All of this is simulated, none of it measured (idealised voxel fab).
process module | voxel gate over fins
cross-section cut | 235 nm wide | cells 5 nm
A cross-section is a grid of square cells, given in bands from the top down. A band is one or more rows of cells.
Each band's line starts with the height of the band's top and of its bottom, in nm. Then come its materials from left to right, each with its width in nm. One material with "throughout" fills the band from edge to edge. "air" is empty space.
Height 0 is the level under which the wafer as received is all one material. The lowest band goes on downwards, as in "0 down".
A width such as "30 to 40" changes by the same amount from each row of cells to the next, from the band's top row to its bottom row.
"no change" after a step means that no cell of the cross-section changed.
closed voids: empty space of 8 cells or more with no open way to the top, each as width x height at its distance from the left edge, in nm
after a step's settings: what the simulator itself notes on the step
overlay nm, on a step with a mask: how far to the right of its planned place the mask lay; to the left if negative
plan
1 op RECEIVE | material Si
2 op CONFORMAL_DEP | material SiN | thk nm 5
3 op PATTERN | tone cover | mask id FINS | material resist | width nm 15 | pitch nm 40 | thk nm 15 | overlay nm 0
4 op DIRECTIONAL_ETCH | etch materials SiN | depth nm 5
5 op DIRECTIONAL_ETCH | etch materials Si | depth nm 35
6 op STRIP | etch materials resist
7 op OXIDIZE | depth nm 5
8 op FILL_DEP | material SiO2 | thk nm 10
9 op CMP | height nm 5
10 op SELECTIVE_ETCH | etch materials SiO2 | depth nm 15
11 op STRIP | etch materials SiN
12 op CONFORMAL_DEP | material HfO2 | thk nm 5
13 op CONFORMAL_DEP | material TiN | thk nm 5
14 op CONFORMAL_DEP | material TiAl | thk nm 5
15 op CONFORMAL_DEP | material TiN | thk nm 5
16 op FILL_DEP | material W | thk nm 10
17 op CMP | height nm 25
18 op CONFORMAL_DEP | material SiCN | thk nm 5
first wafer, as planned
as received, after step 1
  0 down: Si throughout
  closed voids: none
after step 2
  5 to 0: SiN throughout
  below 0: unchanged
after step 3
  20 to 5: air 90 | resist 15 | air 25 | resist 15 | air 90
  below 5: unchanged
after step 4
  20 to 5: air 90 | resist 15 | air 25 | resist 15 | air 90
  5 to 0: air 90 | SiN 15 | air 25 | SiN 15 | air 90
  below 0: unchanged
after step 5
  20 to 5: air 90 | resist 15 | air 25 | resist 15 | air 90
  5 to 0: air 90 | SiN 15 | air 25 | SiN 15 | air 90
  0 to -35: air 90 | Si 15 | air 25 | Si 15 | air 90
  below -35: unchanged
after step 6
  5 to 0: air 90 | SiN 15 | air 25 | SiN 15 | air 90
  below 0: unchanged
after step 7
  5 to 0: air 90 | SiN 15 | air 25 | SiN 15 | air 90
  0 to -35: air 90 | SiO2 5 | Si 5 | SiO2 5 | air 25 | SiO2 5 | Si 5 | SiO2 5 | air 90
  -35 to -40: SiO2 95 | Si 5 | SiO2 35 | Si 5 | SiO2 95
  below -40: unchanged
after step 8
  15 to 5: SiO2 throughout
  5 to 0: SiO2 90 | SiN 15 | SiO2 25 | SiN 15 | SiO2 90
  0 to -40: SiO2 95 | Si 5 | SiO2 35 | Si 5 | SiO2 95
  below -40: unchanged
after step 9
  5 to 0: SiO2 90 | SiN 15 | SiO2 25 | SiN 15 | SiO2 90
  below 0: unchanged
after step 10
  5 to 0: air 90 | SiN 15 | air 25 | SiN 15 | air 90
  0 to -10: air 95 | Si 5 | air 35 | Si 5 | air 95
  below -10: unchanged
after step 11
  0 to -10: air 95 | Si 5 | air 35 | Si 5 | air 95
  below -10: unchanged
after step 12
  5 to 0: air 90 | HfO2 15 | air 25 | HfO2 15 | air 90
  0 to -5: air 90 | HfO2 5 | Si 5 | HfO2 5 | air 25 | HfO2 5 | Si 5 | HfO2 5 | air 90
  -5 to -10: HfO2 95 | Si 5 | HfO2 35 | Si 5 | HfO2 95
  below -10: unchanged
after step 13
  10 to 5: air 85 | TiN 25 | air 15 | TiN 25 | air 85
  5 to 0: air 85 | TiN 5 | HfO2 15 | TiN 5 | air 15 | TiN 5 | HfO2 15 | TiN 5 | air 85
  0 to -5: TiN 90 | HfO2 5 | Si 5 | HfO2 5 | TiN 25 | HfO2 5 | Si 5 | HfO2 5 | TiN 90
  below -5: unchanged
after step 14
  15 to 10: air 80 | TiAl 35 | air 5 | TiAl 35 | air 80
  10 to 5: air 80 | TiAl 5 | TiN 25 | TiAl 5 | air 5 | TiAl 5 | TiN 25 | TiAl 5 | air 80
  5 to 0: TiAl 85 | TiN 5 | HfO2 15 | TiN 5 | TiAl 15 | TiN 5 | HfO2 15 | TiN 5 | TiAl 85
  below 0: unchanged
after step 15
  20 to 15: air 75 | TiN 85 | air 75
  15 to 10: air 75 | TiN 5 | TiAl 35 | TiN 5 | TiAl 35 | TiN 5 | air 75
  10 to 5: TiN 80 | TiAl 5 | TiN 25 | TiAl 5 | TiN 5 | TiAl 5 | TiN 25 | TiAl 5 | TiN 80
  below 5: unchanged
after step 16
  30 to 20: W throughout
  20 to 15: W 75 | TiN 85 | W 75
  15 to 10: W 75 | TiN 5 | TiAl 35 | TiN 5 | TiAl 35 | TiN 5 | W 75
  below 10: unchanged
after step 17
  25 to 20: W throughout
  below 20: unchanged
after step 18
  30 to 25: SiCN throughout
  below 25: unchanged
second wafer: like start, like plan, one mistake. Through step 14 it matches the first wafer
when step 15 should have ended
  30 to 20: air 65 | TiN 105 | air 65
  20 to 15: TiN throughout
  15 to 10: TiN 80 | TiAl 35 | TiN 5 | TiAl 35 | TiN 80
  10 to 5: TiN 80 | TiAl 5 | TiN 25 | TiAl 5 | TiN 5 | TiAl 5 | TiN 25 | TiAl 5 | TiN 80
  below 5: unchanged
when step 16 should have ended
  40 to 30: W throughout
  30 to 20: W 65 | TiN 105 | W 65
  below 20: unchanged
when step 17 should have ended
  25 to 20: W 65 | TiN 105 | W 65
  below 20: unchanged
when step 18 should have ended
  30 to 25: SiCN throughout
  below 25: unchanged
what went wrong: step 15 ran as: op CONFORMAL_DEP | material TiN | thk nm 15
at the end the second wafer has, in cells: 81 more of TiN | 81 fewer of W
